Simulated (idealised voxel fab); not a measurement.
This is a process module. Its name is voxel capacitor over wiring.
In the cross-section labelled cut, the width is 220 nm and each square cell is 5 nm.
When this document writes out a cross-section, it uses a grid of square cells and lists it as bands, beginning at the top and moving down, with a band standing for one or more rows of cells. Top, bottom (nm), then materials left to right with widths (nm); lone material tagged "throughout" fills the whole band edge to edge; "blank" = empty space. Ref level 0: as-received wafer is one material below here. Bottom band extends down with no lower bound ("from 0 down"). With a width like "30..40", each row of cells in the band differs from the next by the same amount, the top row carrying the first number and the bottom row the second. Given "left unchanged" for a step, no cell of the cross-section differs between before and after that step. Closed empty spaces (no open way to the top) of 8 cells or more are what "Enclosed internal cavities" lists, each as width x height at distance from the left edge, nm for all three. Heads up: the bit after the settings on a step's line is the simulator's remark on that step. The "overlay nm" setting may appear on a step's line; for a step that uses a mask, it gives how far to the right of its planned position the mask lay, and a negative value indicates the left.

Process steps - plan
| 1 | RECEIVE with material Si |
| 2 | CONFORMAL_DEP with material SiO2, thk nm 15 |
| 3 | CONFORMAL_DEP with material SiCN, thk nm 5 |
| 4 | DIRECTIONAL_DEP with material SiO2, thk nm 20 |
| 5 | DIRECTIONAL_DEP with material aC, thk nm 10 |
| 6 | PATTERN with tone open, mask id METAL_1, material resist, width nm 25, pitch nm 75, thk nm 25, overlay nm 0 |
| 7 | DIRECTIONAL_ETCH with etch materials aC, depth nm 10 |
| 8 | STRIP with etch materials resist |
| 9 | DIRECTIONAL_ETCH with etch materials SiO2, depth nm 20 |
| 10 | DIRECTIONAL_ETCH with etch materials SiCN, depth nm 5 |
| 11 | STRIP with etch materials aC |
| 12 | CONFORMAL_DEP with material TiN, thk nm 5 |
| 13 | FILL_DEP with material Ru, thk nm 10 |
| 14 | CMP with height nm 40 |
| 15 | EPI with material Ru, thk nm 5 |
| 16 | FILL_DEP with material SiCN, thk nm 5 |
| 17 | DIRECTIONAL_DEP with material lowk, thk nm 10 |
| 18 | PATTERN with tone open, mask id PLUG_1, material resist, width nm 15, thk nm 20, overlay nm 0 |
| 19 | DIRECTIONAL_ETCH with etch materials lowk, depth nm 10 |
| 20 | DIRECTIONAL_ETCH with etch materials SiCN, depth nm 5 |
| 21 | STRIP with etch materials resist |
| 22 | EPI with material Ru, thk nm 10 |
| 23 | EPI with material Ru, thk nm 5 |
| 24 | DIRECTIONAL_DEP with material TiN, thk nm 10 |
| 25 | DIRECTIONAL_DEP with material HfO2, thk nm 5 |
| 26 | DIRECTIONAL_DEP with material TiN, thk nm 10 |
| 27 | DIRECTIONAL_DEP with material aC, thk nm 10 |
| 28 | PATTERN with tone cover, mask id UPPER_PLATE, material resist, width nm 55, thk nm 30, overlay nm 0 |
| 29 | DIRECTIONAL_ETCH with etch materials aC, depth nm 10 |
| 30 | STRIP with etch materials resist |
| 31 | DIRECTIONAL_ETCH with etch materials TiN, depth nm 10 |
| 32 | DIRECTIONAL_ETCH with etch materials HfO2, depth nm 5 |
| 33 | STRIP with etch materials aC |
| 34 | DIRECTIONAL_DEP with material aC, thk nm 10 |
| 35 | PATTERN with tone cover, mask id LOWER_PLATE, material resist, width nm 65, thk nm 25, overlay nm 0 |
| 36 | DIRECTIONAL_ETCH with etch materials aC, depth nm 10 |
| 37 | STRIP with etch materials resist |
| 38 | DIRECTIONAL_ETCH with etch materials TiN, depth nm 10 |
| 39 | STRIP with etch materials aC |
| 40 | FILL_DEP with material SiO2, thk nm 20 |
| 41 | CMP with height nm 100 |
| 42 | MASKED_ETCH with tone open, mask id PLUG_2, width nm 15, etch materials SiO2, depth nm 15, overlay nm -15 |
| 43 | CONFORMAL_DEP with material TiN, thk nm 5 |
| 44 | FILL_DEP with material Cu, thk nm 5 |
| 45 | CMP with height nm 100 |
| 46 | CONFORMAL_DEP with material SiN, thk nm 5 |
The plan's step 42 overlay nm is the first wafer's value; the wafers differ in this setting and start identical.

Incoming state of the first of several wafers in cross-section: after step 1
* from 0 down = Si throughout
* Enclosed internal cavities: none

Heads up, this table goes wafer by wafer. A row tells you, at the end of the module, how many cells of each material that wafer has put on (+) or dropped (-) since it was received, and then its closed voids
overlay nm -15, +2 Cu, +11 HfO2, +47 Ru, +105 SiCN, +44 SiN, +552 SiO2, +81 TiN, +82 lowk, Enclosed internal cavities: none
overlay nm -10, +2 Cu, +11 HfO2, +47 Ru, +105 SiCN, +44 SiN, +552 SiO2, +81 TiN, +82 lowk, Enclosed internal cavities: none
overlay nm -5, +2 Cu, +11 HfO2, +47 Ru, +105 SiCN, +44 SiN, +552 SiO2, +81 TiN, +82 lowk, Enclosed internal cavities: none
overlay nm 0, +2 Cu, +11 HfO2, +47 Ru, +105 SiCN, +44 SiN, +552 SiO2, +81 TiN, +82 lowk, Enclosed internal cavities: none
overlay nm 5, +2 Cu, +11 HfO2, +47 Ru, +105 SiCN, +44 SiN, +552 SiO2, +81 TiN, +82 lowk, Enclosed internal cavities: none
overlay nm 10, +2 Cu, +11 HfO2, +47 Ru, +105 SiCN, +44 SiN, +552 SiO2, +81 TiN, +82 lowk, Enclosed internal cavities: none
overlay nm 15, +2 Cu, +11 HfO2, +47 Ru, +105 SiCN, +44 SiN, +552 SiO2, +81 TiN, +82 lowk, Enclosed internal cavities: none
